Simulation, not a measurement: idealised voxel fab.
Documented hereafter: the process module known as voxel capacitor over wiring.
In the cross-section labelled cut, the width is 280 nm and each square cell is 5 nm.
Reading order for cross-sections: top band down to bottom band. Underlying form: a grid of square cells. Band size: one or more rows of cells.
Look at the band entry: it leads with the top's height and the bottom's height in nm. Then it lists the materials left to right, with a width in nm for each. The word "full width" on a single material says that material fills the band edge to edge. The word "empty" is empty space.
Height datum 0, below which the as-received substrate wafer is one material. Lowest band open at the bottom, running downward: "0 and below".
It should be noted that a width expressed as "30..40" varies in equal increments from row to row of cells within the band, taking the value of the first number at the top row and that of the second number at the bottom row.
A step reported as "no alteration" is a step in which no cell of the cross-section changed.
Reported under the label "Catalogued sealed voids" are the empty spaces having no open way to the top and comprising 8 cells or more; the notation for each is width x height at distance, in which the distance is measured from the left edge and all three values are in nm.
Text after the settings on a step's line: the simulator's own remark on that step.
"overlay nm", when on a step's line for a step with a mask, measures how far to the right of its planned place the mask lay; a negative measure means to the left.
## This section lists the process steps that were planned
1,op RECEIVE | material Si
2,op CONFORMAL_DEP | material SiO2 | thk nm 10
3,op CONFORMAL_DEP | material SiN | thk nm 5
4,op DIRECTIONAL_DEP | material SiO2 | thk nm 15
5,op PATTERN | tone open | mask id METAL_1 | material resist | width nm 20 | pitch nm 70 | thk nm 15 | overlay nm 0
6,op DIRECTIONAL_ETCH | etch materials SiO2 | depth nm 15
7,op DIRECTIONAL_ETCH | etch materials SiN | depth nm 5
8,op STRIP | etch materials resist
9,op CONFORMAL_DEP | material TiN | thk nm 5
10,op FILL_DEP | material W | thk nm 10
11,op CMP | height nm 30
12,op EPI | material Ru | thk nm 5
13,op FILL_DEP | material SiCN | thk nm 5
14,op DIRECTIONAL_DEP | material lowk | thk nm 10
15,op DIRECTIONAL_DEP | material aC | thk nm 15
16,op PATTERN | tone open | mask id PLUG_1 | material resist | width nm 15 | thk nm 35 | overlay nm -15
17,op DIRECTIONAL_ETCH | etch materials aC | depth nm 15
18,op STRIP | etch materials resist
19,op DIRECTIONAL_ETCH | etch materials lowk | depth nm 10
20,op DIRECTIONAL_ETCH | etch materials SiCN | depth nm 5
21,op STRIP | etch materials aC
22,op CONFORMAL_DEP | material TiN | thk nm 5
23,op FILL_DEP | material Ru | thk nm 10
24,op CMP | height nm 50
25,op DIRECTIONAL_DEP | material TiN | thk nm 5
26,op DIRECTIONAL_DEP | material HfO2 | thk nm 5
27,op DIRECTIONAL_DEP | material TiN | thk nm 5
28,op DIRECTIONAL_DEP | material aC | thk nm 10
29,op PATTERN | tone cover | mask id UPPER_PLATE | material resist | width nm 55 | thk nm 25 | overlay nm 0
30,op DIRECTIONAL_ETCH | etch materials aC | depth nm 10
31,op STRIP | etch materials resist
32,op DIRECTIONAL_ETCH | etch materials TiN | depth nm 5
33,op DIRECTIONAL_ETCH | etch materials HfO2 | depth nm 5
34,op STRIP | etch materials aC
35,op MASKED_ETCH | tone cover | mask id LOWER_PLATE | width nm 65 | etch materials TiN | depth nm 5 | overlay nm 0
36,op FILL_DEP | material SiO2 | thk nm 15
37,op CMP | height nm 75
38,op DIRECTIONAL_DEP | material aC | thk nm 15
39,op PATTERN | tone open | mask id PLUG_2 | material resist | width nm 15 | thk nm 30 | overlay nm 0
40,op DIRECTIONAL_ETCH | etch materials aC | depth nm 15
41,op STRIP | etch materials resist
42,op DIRECTIONAL_ETCH | etch materials SiO2 | depth nm 10
43,op STRIP | etch materials aC
44,op CONFORMAL_DEP | material TiN | thk nm 5
45,op FILL_DEP | material Cu | thk nm 10
46,op CMP | height nm 75
47,op CONFORMAL_DEP | material SiCN | thk nm 5
For clarity, it should be stated that the wafers under discussion commence in an identical condition and differ with respect to the overlay nm of step 16, the plan indicating the value that the first wafer had.
## First of several wafers, received after step 1, in cross-section
* 0 and below  Si full width
* Catalogued sealed voids: none
## Below, a row for every wafer. Read it as the end-of-module picture: for each material the wafer shows its cells gained (+) or lost (-) since it was received, and then its closed voids
overlay nm -15; +1 Cu; +11 HfO2; +14 Ru; +153 SiCN; +48 SiN; +495 SiO2; +56 TiN; +12 W; +106 lowk; Catalogued sealed voids: none
overlay nm -10; +1 Cu; +11 HfO2; +14 Ru; +153 SiCN; +48 SiN; +495 SiO2; +56 TiN; +12 W; +106 lowk; Catalogued sealed voids: none
overlay nm -5; +1 Cu; +11 HfO2; +14 Ru; +153 SiCN; +48 SiN; +495 SiO2; +56 TiN; +12 W; +106 lowk; Catalogued sealed voids: none
overlay nm 0; +1 Cu; +11 HfO2; +14 Ru; +153 SiCN; +48 SiN; +495 SiO2; +56 TiN; +12 W; +106 lowk; Catalogued sealed voids: none
overlay nm 5; +1 Cu; +11 HfO2; +14 Ru; +153 SiCN; +48 SiN; +495 SiO2; +56 TiN; +12 W; +106 lowk; Catalogued sealed voids: none
overlay nm 10; +1 Cu; +11 HfO2; +14 Ru; +153 SiCN; +48 SiN; +495 SiO2; +56 TiN; +12 W; +106 lowk; Catalogued sealed voids: none
overlay nm 15; +1 Cu; +11 HfO2; +14 Ru; +153 SiCN; +48 SiN; +495 SiO2; +56 TiN; +12 W; +106 lowk; Catalogued sealed voids: none
